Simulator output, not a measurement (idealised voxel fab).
process module | voxel transistor to metal
cross-section cut | 155 nm wide | cells 5 nm
A cross-section is a grid of square cells, given in bands from the top down. A band is one or more rows of cells.
Each band's line starts with the height of the band's top and of its bottom, in nm. Then come its materials from left to right, each with its width in nm. One material with "throughout" fills the band from edge to edge. "air" is empty space.
Height 0 is the level under which the wafer as received is all one material. The lowest band goes on downwards, as in "0 down".
A width such as "30 to 40" changes by the same amount from each row of cells to the next, from the band's top row to its bottom row.
"no change" after a step means that no cell of the cross-section changed.
closed voids: empty space of 8 cells or more with no open way to the top, each as width x height at its distance from the left edge, in nm
after a step's settings: what the simulator itself notes on the step
overlay nm, on a step with a mask: how far to the right of its planned place the mask lay; to the left if negative
plan
1 op RECEIVE | material Si
2 op OXIDIZE | depth nm 5
3 op CONFORMAL_DEP | material SiN | thk nm 15
4 op DIRECTIONAL_DEP | material aC | thk nm 15
5 op PATTERN | tone cover | mask id ACTIVE | material resist | width nm 110 | thk nm 35 | overlay nm 0
6 op DIRECTIONAL_ETCH | etch materials aC | depth nm 15
7 op STRIP | etch materials resist
8 op DIRECTIONAL_ETCH | etch materials SiN | depth nm 15
9 op DIRECTIONAL_ETCH | etch materials SiO2 | depth nm 5
10 op DIRECTIONAL_ETCH | etch materials Si | depth nm 35
11 op STRIP | etch materials aC
12 op OXIDIZE | depth nm 5
13 op FILL_DEP | material SiO2 | thk nm 15
14 op CMP | height nm 15
15 op SELECTIVE_ETCH | etch materials SiO2 | depth nm 10
16 op STRIP | etch materials SiN
17 op SELECTIVE_ETCH | etch materials SiO2 | depth nm 5
18 op OXIDIZE | depth nm 5
19 op DIRECTIONAL_DEP | material polySi | thk nm 25
20 op DIRECTIONAL_DEP | material SiCN | thk nm 10
21 op DIRECTIONAL_DEP | material aC | thk nm 10
22 op PATTERN | tone cover | mask id GATE | material resist | width nm 20 | thk nm 25 | overlay nm 0
23 op DIRECTIONAL_ETCH | etch materials aC | depth nm 10
24 op STRIP | etch materials resist
25 op DIRECTIONAL_ETCH | etch materials SiCN | depth nm 20
26 op DIRECTIONAL_ETCH | etch materials polySi | depth nm 35
27 op STRIP | etch materials aC
28 op CONFORMAL_DEP | material SiN | thk nm 5
29 op DIRECTIONAL_ETCH | etch materials SiN | depth nm 5
30 op DIRECTIONAL_ETCH | etch materials SiO2 | depth nm 5
31 op DIRECTIONAL_ETCH | etch materials Si | depth nm 10
32 op EPI | material pSi | thk nm 15
33 op FILL_DEP | material SiO2 | thk nm 10
34 op CMP | height nm 30
35 op DIRECTIONAL_DEP | material SiO2 | thk nm 15
36 op MASKED_ETCH | tone open | mask id CONTACT | width nm 30 | pitch nm 60 | etch materials SiO2 | depth nm 50 | overlay nm 0
37 op CONFORMAL_DEP | material TiN | thk nm 5
38 op FILL_DEP | material Ru | thk nm 10
39 op CMP | height nm 45
40 op CONFORMAL_DEP | material SiCN | thk nm 5
41 op DIRECTIONAL_DEP | material SiO2 | thk nm 15
42 op PATTERN | tone open | mask id METAL_1 | material resist | width nm 20 | pitch nm 70 | thk nm 20 | overlay nm 0
43 op DIRECTIONAL_ETCH | etch materials SiO2 | depth nm 25
44 op DIRECTIONAL_ETCH | etch materials SiCN | depth nm 5
45 op STRIP | etch materials resist
46 op CONFORMAL_DEP | material TiN | thk nm 5
47 op FILL_DEP | material W | thk nm 5
48 op CMP | height nm 75
49 op EPI | material Ru | thk nm 5
50 op FILL_DEP | material SiCN | thk nm 5
varied across the wafers: thk nm of step 41. The plan shows the first wafer's value. All wafers start alike
first wafer as received, after step 1
  0 down: Si throughout
  closed voids: none
each wafer at the end: cells of each material gained (+) or lost (-) since it was received, then its closed voids
thk nm 15 | +91 Ru | -167 Si | +62 SiCN | +16 SiN | +307 SiO2 | +95 TiN | +47 W | +56 pSi | +20 polySi | closed voids: none
thk nm 20 | +91 Ru | -167 Si | +62 SiCN | +16 SiN | +330 SiO2 | +99 TiN | +20 W | +56 pSi | +20 polySi | closed voids: none
thk nm 25 | +72 Ru | -167 Si | +81 SiCN | +16 SiN | +353 SiO2 | +76 TiN | +20 W | +56 pSi | +20 polySi | closed voids: none
thk nm 30 | +72 Ru | -167 Si | +89 SiCN | +16 SiN | +361 SiO2 | +68 TiN | +12 W | +56 pSi | +20 polySi | closed voids: none
thk nm 35 | +72 Ru | -167 Si | +89 SiCN | +16 SiN | +369 SiO2 | +64 TiN | +8 W | +56 pSi | +20 polySi | closed voids: none
thk nm 40 | +72 Ru | -167 Si | +89 SiCN | +16 SiN | +377 SiO2 | +60 TiN | +4 W | +56 pSi | +20 polySi | closed voids: none
